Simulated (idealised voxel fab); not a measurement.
The process module presented herein is designated voxel wiring stack.
Cross-section cut spans 220 nm and uses square cells 5 nm in size.
Notation: cross-section as square-cell grid; stated in bands, top first, going down; one or more cell rows per band. Top, bottom (nm), then materials left to right with widths (nm); lone material tagged "edge to edge" fills the whole band edge to edge; "empty" = empty space. Counting heights begins at 0, where everything beneath is, in the wafer as received, one material. The lowest band has no bottom; it goes on downwards, as "0 and below" shows. The two numbers in a width such as "30->40" mark its ends across the band: the first belongs to the top row of cells, the second to the bottom row, and from each row to the next the width moves by the same amount. Given "no change" for a step, no cell of the cross-section differs between before and after that step. "Cavities, closed" enumerates empty spaces isolated from the top, with no open way to it, that contain at least 8 cells, giving each as width x height at distance from the left edge, all three in nm. Whatever follows a step's settings on its line is a remark the simulator itself makes about that step. When a step includes a mask, the "overlay nm" setting on its line states how far to the right of its planned place that mask lay, and negative values state how far to the left.
STEPS IN THE PROCESS PLAN
1. RECEIVE | material Si
2. CONFORMAL_DEP | material SiO2 | thk nm 15
3. CONFORMAL_DEP | material SiCN | thk nm 5
4. DIRECTIONAL_DEP | material lowk | thk nm 15
5. PATTERN | tone open | mask id METAL_1 | material resist | width nm 25 | pitch nm 45 | thk nm 15 | overlay nm 0
6. DIRECTIONAL_ETCH | etch materials lowk | depth nm 15
7. DIRECTIONAL_ETCH | etch materials SiCN | depth nm 5
8. STRIP | etch materials resist
9. CONFORMAL_DEP | material TiN | thk nm 5
10. FILL_DEP | material Cu | thk nm 10
11. CMP | height nm 35
12. EPI | material Ru | thk nm 5
13. FILL_DEP | material SiCN | thk nm 5
14. DIRECTIONAL_DEP | material lowk | thk nm 20
15. PATTERN | tone open | mask id PLUG_1 | material resist | width nm 15 | thk nm 20 | overlay nm 0
16. DIRECTIONAL_ETCH | etch materials lowk | depth nm 20
17. DIRECTIONAL_ETCH | etch materials SiCN | depth nm 5
18. STRIP | etch materials resist
19. CONFORMAL_DEP | material TiN | thk nm 5
20. FILL_DEP | material Cu | thk nm 10
21. CMP | height nm 65
22. CONFORMAL_DEP | material SiCN | thk nm 5
23. DIRECTIONAL_DEP | material lowk | thk nm 20
24. PATTERN | tone open | mask id METAL_2 | material resist | width nm 25 | pitch nm 45 | thk nm 15 | overlay nm 0
25. DIRECTIONAL_ETCH | etch materials lowk | depth nm 20
26. DIRECTIONAL_ETCH | etch materials SiCN | depth nm 5
27. STRIP | etch materials resist
28. CONFORMAL_DEP | material TiN | thk nm 5
29. FILL_DEP | material Cu | thk nm 5
30. CMP | height nm 90
31. EPI | material Ru | thk nm 5
32. FILL_DEP | material SiCN | thk nm 5
33. DIRECTIONAL_DEP | material SiO2 | thk nm 30
34. PATTERN | tone open | mask id METAL_3_HOLES | material resist | width nm 15 | thk nm 20 | overlay nm 0
35. DIRECTIONAL_ETCH | etch materials SiO2 | depth nm 30
36. STRIP | etch materials resist
37. PATTERN | tone open | mask id METAL_3 | material resist | width nm 25 | pitch nm 45 | thk nm 20 | overlay nm 0
38. DIRECTIONAL_ETCH | etch materials SiO2 | depth nm 15
39. DIRECTIONAL_ETCH | etch materials SiCN | depth nm 5
40. STRIP | etch materials resist
41. CONFORMAL_DEP | material TiN | thk nm 5
42. FILL_DEP | material Cu | thk nm 10
43. CMP | height nm 130
44. CONFORMAL_DEP | material SiCN | thk nm 5
45. DIRECTIONAL_DEP | material lowk | thk nm 30
46. PATTERN | tone open | mask id METAL_4 | material resist | width nm 25 | pitch nm 45 | thk nm 15 | overlay nm 0
47. DIRECTIONAL_ETCH | etch materials lowk | depth nm 15
48. STRIP | etch materials resist
49. PATTERN | tone open | mask id METAL_4_HOLES | material resist | width nm 15 | pitch nm 45 | thk nm 15 | overlay nm 0
50. DIRECTIONAL_ETCH | etch materials lowk | depth nm 15
51. DIRECTIONAL_ETCH | etch materials SiCN | depth nm 5
52. STRIP | etch materials resist
53. CONFORMAL_DEP | material TiN | thk nm 5
54. FILL_DEP | material Cu | thk nm 5
55. CMP | height nm 165
56. CONFORMAL_DEP | material SiCN | thk nm 5
SHOWN IN CROSS-SECTION IS THE WAFER AS RECEIVED, THAT IS, AS IT STANDS AFTER STEP 1
* 0 and below = Si edge to edge
* Cavities, closed: none
POST-MODULE CROSS-SECTION OF THE FIRST OF TWO WAFERS (RUN PER PLAN)
* 170 down to 165 = SiCN edge to edge
* 165 down to 155 = 75 nm lowk; 5 nm TiN; 15 nm Cu; 5 nm TiN; 20 nm lowk; 5 nm TiN; 15 nm Cu; 5 nm TiN; 75 nm lowk
* 155 down to 150 = 75 nm lowk; 5 nm TiN; 5 nm Cu; 15 nm TiN; 20 nm lowk; 5 nm TiN; 5 nm Cu; 15 nm TiN; 75 nm lowk
* 150 down to 135 = 75 nm lowk; 5 nm TiN; 5 nm Cu; 5 nm TiN; 30 nm lowk; 5 nm TiN; 5 nm Cu; 5 nm TiN; 85 nm lowk
* 135 down to 130 = 75 nm SiCN; 15 nm TiN; 30 nm SiCN; 15 nm TiN; 85 nm SiCN
* 130 down to 120 = 75 nm SiO2; 5 nm TiN; 15 nm Cu; 5 nm TiN; 20 nm SiO2; 5 nm TiN; 15 nm Cu; 5 nm TiN; 75 nm SiO2
* 120 down to 115 = 75 nm SiO2; 5 nm TiN; 5 nm Cu; 15 nm TiN; 20 nm SiO2; 25 nm TiN; 75 nm SiO2
* 115 down to 100 = 75 nm SiO2; 5 nm TiN; 5 nm Cu; 5 nm TiN; 130 nm SiO2
* 100 down to 95 = 75 nm SiCN; 15 nm TiN; 130 nm SiCN
* 95 down to 90 = 70 nm SiCN; 35 nm Ru; 10 nm SiCN; 35 nm Ru; 70 nm SiCN
* 90 down to 70 = 75 nm lowk; 5 nm TiN; 15 nm Cu; 5 nm TiN; 20 nm lowk; 5 nm TiN; 15 nm Cu; 5 nm TiN; 75 nm lowk
* 70 down to 65 = 75 nm SiCN; 25 nm TiN; 20 nm SiCN; 25 nm TiN; 75 nm SiCN
* 65 down to 45 = 75 nm lowk; 5 nm TiN; 5 nm Cu; 5 nm TiN; 130 nm lowk
* 45 down to 40 = 75 nm SiCN; 15 nm TiN; 130 nm SiCN
* 40 down to 35 = 70 nm SiCN; 35 nm Ru; 10 nm SiCN; 35 nm Ru; 70 nm SiCN
* 35 down to 20 = 75 nm lowk; 5 nm TiN; 15 nm Cu; 5 nm TiN; 20 nm lowk; 5 nm TiN; 15 nm Cu; 5 nm TiN; 75 nm lowk
* 20 down to 15 = 75 nm SiCN; 25 nm TiN; 20 nm SiCN; 25 nm TiN; 75 nm SiCN
* 15 down to 0 = SiO2 edge to edge
* 0 and below = Si edge to edge
* Cavities, closed: none
MODULE END: CROSS-SECTION OF WAFER TWO OF TWO. SAME START AND PROCESS PLAN AS THE FIRST WAFER. ONE MISTAKE DURING EXECUTION
* 170 down to 165 = SiCN edge to edge
* 165 down to 155 = 75 nm lowk; 5 nm TiN; 15 nm Cu; 5 nm TiN; 20 nm lowk; 5 nm TiN; 15 nm Cu; 5 nm TiN; 75 nm lowk
* 155 down to 150 = 75 nm lowk; 5 nm TiN; 5 nm Cu; 15 nm TiN; 20 nm lowk; 5 nm TiN; 5 nm Cu; 15 nm TiN; 75 nm lowk
* 150 down to 140 = 75 nm lowk; 5 nm TiN; 5 nm Cu; 5 nm TiN; 30 nm lowk; 5 nm TiN; 5 nm Cu; 5 nm TiN; 85 nm lowk
* 140 down to 135 = 75 nm lowk; 15 nm TiN; 30 nm lowk; 15 nm TiN; 85 nm lowk
* 135 down to 130 = SiO2 edge to edge
* 130 down to 120 = 75 nm SiO2; 5 nm TiN; 15 nm Cu; 5 nm TiN; 20 nm SiO2; 5 nm TiN; 15 nm Cu; 5 nm TiN; 75 nm SiO2
* 120 down to 115 = 75 nm SiO2; 5 nm TiN; 5 nm Cu; 15 nm TiN; 20 nm SiO2; 25 nm TiN; 75 nm SiO2
* 115 down to 100 = 75 nm SiO2; 5 nm TiN; 5 nm Cu; 5 nm TiN; 130 nm SiO2
* 100 down to 95 = 75 nm SiCN; 15 nm TiN; 130 nm SiCN
* 95 down to 90 = 70 nm SiCN; 35 nm Ru; 10 nm SiCN; 35 nm Ru; 70 nm SiCN
* 90 down to 70 = 75 nm lowk; 5 nm TiN; 15 nm Cu; 5 nm TiN; 20 nm lowk; 5 nm TiN; 15 nm Cu; 5 nm TiN; 75 nm lowk
* 70 down to 65 = 75 nm SiCN; 25 nm TiN; 20 nm SiCN; 25 nm TiN; 75 nm SiCN
* 65 down to 45 = 75 nm lowk; 5 nm TiN; 5 nm Cu; 5 nm TiN; 130 nm lowk
* 45 down to 40 = 75 nm SiCN; 15 nm TiN; 130 nm SiCN
* 40 down to 35 = 70 nm SiCN; 35 nm Ru; 10 nm SiCN; 35 nm Ru; 70 nm SiCN
* 35 down to 20 = 75 nm lowk; 5 nm TiN; 15 nm Cu; 5 nm TiN; 20 nm lowk; 5 nm TiN; 15 nm Cu; 5 nm TiN; 75 nm lowk
* 20 down to 15 = 75 nm SiCN; 25 nm TiN; 20 nm SiCN; 25 nm TiN; 75 nm SiCN
* 15 down to 0 = SiO2 edge to edge
* 0 and below = Si edge to edge
* Cavities, closed: none
So what did we get wrong on this run? so step 44 ended up running with a different setting than we planned, it ran as CONFORMAL_DEP | material SiO2 | thk nm 5
Final cells, second wafer relative to first, materials higher or lower: -2 Cu | -38 SiCN | +44 SiO2 | -4 TiN
